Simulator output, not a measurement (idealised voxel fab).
Process module under the name voxel ribs on slabs
Each square cell in cross-section cut measures 5 nm, and the section as a whole is 285 nm wide.
Just so we're on the same page, the cross-sections are grids of square cells, and they're listed out in bands top to bottom, each band one or more rows deep.
Top height, bottom height, nm. Materials left to right, width each, nm. Single material + "everywhere" = fills band edge to edge. "air" = empty.
Height 0 is the level under which the wafer as received is all one material. The lowest band goes on downwards, as in "0 and below".
The notation "30..40" denotes a width that varies across the rows of cells in the band, beginning at the first number in the top row, finishing at the second number in the bottom row, and changing by an identical amount from each row to the next.
For the purposes of this document, the phrase "no modifications" attached to a step denotes that no cell within the cross-section was modified by that step.
Entry "Voids, sealed". Content: empty spaces with no open connection to the top, size 8 cells or greater. Each: width x height at distance. Distance: from left edge. Unit: nm.
On a step's line, text after the settings is the simulator commenting on that step.
overlay nm: right-of-plan distance of the mask on a masked step; negative values mean left-of-plan.
## The following list gives the planned process steps
- 1: RECEIVE (material Si)
- 2: DIRECTIONAL_DEP (material SiO2; thk nm 20)
- 3: DIRECTIONAL_DEP (material SiN; thk nm 20)
- 4: DIRECTIONAL_DEP (material aC; thk nm 15)
- 5: PATTERN (tone cover; mask id RIB; material resist; width nm 20; thk nm 30; overlay nm 0)
- 6: DIRECTIONAL_ETCH (etch materials aC; depth nm 15)
- 7: STRIP (etch materials resist)
- 8: DIRECTIONAL_ETCH (etch materials SiN; depth nm 5)
- 9: STRIP (etch materials aC)
- 10: DIRECTIONAL_DEP (material aC; thk nm 15)
- 11: PATTERN (tone cover; mask id SLAB; material resist; width nm 70; thk nm 30; overlay nm 0)
- 12: DIRECTIONAL_ETCH (etch materials aC; depth nm 15)
- 13: STRIP (etch materials resist)
- 14: DIRECTIONAL_ETCH (etch materials SiN; depth nm 15)
- 15: STRIP (etch materials aC)
- 16: FILL_DEP (material SiO2; thk nm 25)
- 17: CMP (height nm 55)
- 18: DIRECTIONAL_DEP (material W; thk nm 10)
- 19: PATTERN (tone cover; mask id HEATER; material resist; width nm 20; thk nm 20; overlay nm 0)
- 20: DIRECTIONAL_ETCH (etch materials W; depth nm 10)
- 21: STRIP (etch materials resist)
- 22: CONFORMAL_DEP (material SiN; thk nm 10)
Variable across wafers: step 19 width nm (plan value is that of the first wafer; starting state common to all).
## Cross-sectional view of the first of several wafers in the as-received condition, corresponding to the state following step 1
    0 and below | Si everywhere
    Voids, sealed: none
## Depicted here is the first of several wafers in cross-section, at module completion following the last step, step 22
    75 down to 65 | air: 120 / SiN: 40 / air: 125
    65 down to 55 | SiN: 130 / W: 20 / SiN: 135
    55 down to 40 | SiO2 everywhere
    40 down to 35 | SiO2: 130 / SiN: 20 / SiO2: 135
    35 down to 20 | SiO2: 105 / SiN: 70 / SiO2: 110
    20 down to 0 | SiO2 everywhere
    0 and below | Si everywhere
    Voids, sealed: none
## The last wafer as seen in cross-section at the end of the module
    75 down to 65 | air: 110 / SiN: 65 / air: 110
    65 down to 55 | SiN: 120 / W: 45 / SiN: 120
    55 down to 40 | SiO2 everywhere
    40 down to 35 | SiO2: 130 / SiN: 20 / SiO2: 135
    35 down to 20 | SiO2: 105 / SiN: 70 / SiO2: 110
    20 down to 0 | SiO2 everywhere
    0 and below | Si everywhere
    Voids, sealed: none
## The table below has one row for each wafer; a row shows, as of the end of the module, how many cells of each material the wafer has gained, marked (+), or lost, marked (-), since it was received, and then the wafer's closed voids
width nm 20, +168 SiN, +581 SiO2, +8 W, Voids, sealed: none
width nm 25, +168 SiN, +581 SiO2, +10 W, Voids, sealed: none
width nm 30, +168 SiN, +581 SiO2, +12 W, Voids, sealed: none
width nm 35, +168 SiN, +581 SiO2, +14 W, Voids, sealed: none
width nm 40, +168 SiN, +581 SiO2, +16 W, Voids, sealed: none
width nm 45, +168 SiN, +581 SiO2, +18 W, Voids, sealed: none
